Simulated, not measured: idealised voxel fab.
process module | voxel gate over fins
cross-section cut | 280 nm wide | cells 5 nm
A cross-section is a grid of square cells, given in bands from the top down. A band is one or more rows of cells.
Each band's line starts with the height of the band's top and of its bottom, in nm. Then come its materials from left to right, each with its width in nm. One material with "throughout" fills the band from edge to edge. "air" is empty space.
Height 0 is the level under which the wafer as received is all one material. The lowest band goes on downwards, as in "0 down".
A width such as "30 to 40" changes by the same amount from each row of cells to the next, from the band's top row to its bottom row.
"no change" after a step means that no cell of the cross-section changed.
closed voids: empty space of 8 cells or more with no open way to the top, each as width x height at its distance from the left edge, in nm
after a step's settings: what the simulator itself notes on the step
overlay nm, on a step with a mask: how far to the right of its planned place the mask lay; to the left if negative
plan
1 op RECEIVE | material Si
2 op CONFORMAL_DEP | material SiN | thk nm 10
3 op DIRECTIONAL_DEP | material aC | thk nm 10
4 op PATTERN | tone cover | mask id FINS | material resist | width nm 15 | pitch nm 60 | thk nm 25 | overlay nm 0
5 op DIRECTIONAL_ETCH | etch materials aC | depth nm 10
6 op STRIP | etch materials resist
7 op DIRECTIONAL_ETCH | etch materials SiN | depth nm 10
8 op DIRECTIONAL_ETCH | etch materials Si | depth nm 30
9 op STRIP | etch materials aC
10 op OXIDIZE | depth nm 5
11 op FILL_DEP | material SiO2 | thk nm 5
12 op CMP | height nm 10
13 op PATTERN | tone open | mask id RAIL | material resist | width nm 15 | thk nm 20 | overlay nm 0
14 op DIRECTIONAL_ETCH | etch materials SiO2 | depth nm 35
15 op STRIP | etch materials resist
16 op CONFORMAL_DEP | material TiN | thk nm 5
17 op FILL_DEP | material W | thk nm 10
18 op CMP | height nm 10
19 op SELECTIVE_ETCH | etch materials W Ru TiN | depth nm 30
20 op FILL_DEP | material SiO2 | thk nm 5
21 op CMP | height nm 10
22 op SELECTIVE_ETCH | etch materials SiO2 | depth nm 25
23 op STRIP | etch materials SiN
24 op CONFORMAL_DEP | material HfO2 | thk nm 5
25 op CONFORMAL_DEP | material TiN | thk nm 5
26 op FILL_DEP | material W | thk nm 15
27 op CMP | height nm 20
28 op CONFORMAL_DEP | material SiCN | thk nm 10
as received, after step 1
  0 down: Si throughout
  closed voids: none
first wafer at the end, as planned
  30 to 20: SiCN throughout
  20 to 10: W throughout
  10 to 5: W 65 | TiN 25 | W 35 | TiN 25 | W 35 | TiN 25 | W 70
  5 to 0: W 65 | TiN 5 | HfO2 15 | TiN 5 | W 35 | TiN 5 | HfO2 15 | TiN 5 | W 35 | TiN 5 | HfO2 15 | TiN 5 | W 70
  0 to -5: W 65 | TiN 5 | HfO2 5 | Si 5 | HfO2 5 | TiN 5 | W 35 | TiN 5 | HfO2 5 | Si 5 | HfO2 5 | TiN 5 | W 35 | TiN 5 | HfO2 5 | Si 5 | HfO2 5 | TiN 5 | W 70
  -5 to -10: TiN 70 | HfO2 5 | Si 5 | HfO2 5 | TiN 45 | HfO2 5 | Si 5 | HfO2 5 | TiN 45 | HfO2 5 | Si 5 | HfO2 5 | TiN 75
  -10 to -15: HfO2 75 | Si 5 | HfO2 55 | Si 5 | HfO2 55 | Si 5 | HfO2 80
  -15 to -20: SiO2 75 | Si 5 | SiO2 55 | Si 5 | SiO2 55 | Si 5 | SiO2 80
  -20 to -25: SiO2 75 | Si 5 | SiO2 20 | TiN 15 | SiO2 20 | Si 5 | SiO2 55 | Si 5 | SiO2 80
  -25 to -35: SiO2 75 | Si 5 | SiO2 55 | Si 5 | SiO2 55 | Si 5 | SiO2 80
  -35 down: Si throughout
  closed voids: none
second wafer at the end: like start, like plan, one mistake
  30 to 20: SiCN throughout
  20 to 10: W throughout
  10 to 5: W 65 | TiN 25 | W 35 | TiN 25 | W 35 | TiN 25 | W 70
  5 to 0: W 65 | TiN 5 | HfO2 15 | TiN 5 | W 35 | TiN 5 | HfO2 15 | TiN 5 | W 35 | TiN 5 | HfO2 15 | TiN 5 | W 70
  0 to -5: W 65 | TiN 5 | HfO2 5 | Si 5 | HfO2 5 | TiN 5 | W 35 | TiN 5 | HfO2 5 | Si 5 | HfO2 5 | TiN 5 | W 35 | TiN 5 | HfO2 5 | Si 5 | HfO2 5 | TiN 5 | W 70
  -5 to -10: TiN 70 | HfO2 5 | Si 5 | HfO2 5 | TiN 45 | HfO2 5 | Si 5 | HfO2 5 | TiN 45 | HfO2 5 | Si 5 | HfO2 5 | TiN 75
  -10 to -15: HfO2 75 | Si 5 | HfO2 55 | Si 5 | HfO2 55 | Si 5 | HfO2 80
  -15 to -20: SiO2 75 | Si 5 | SiO2 55 | Si 5 | SiO2 55 | Si 5 | SiO2 80
  -20 to -25: SiO2 75 | Si 5 | SiO2 20 | TiN 15 | SiO2 20 | Si 5 | SiO2 55 | Si 5 | SiO2 80
  -25 to -40: SiO2 75 | Si 5 | SiO2 55 | Si 5 | SiO2 55 | Si 5 | SiO2 80
  -40 down: Si throughout
  closed voids: none
what went wrong: step 8 ran as: op DIRECTIONAL_ETCH | etch materials Si | depth nm 35
at the end the second wafer has, in cells: 53 fewer of Si | 53 more of SiO2
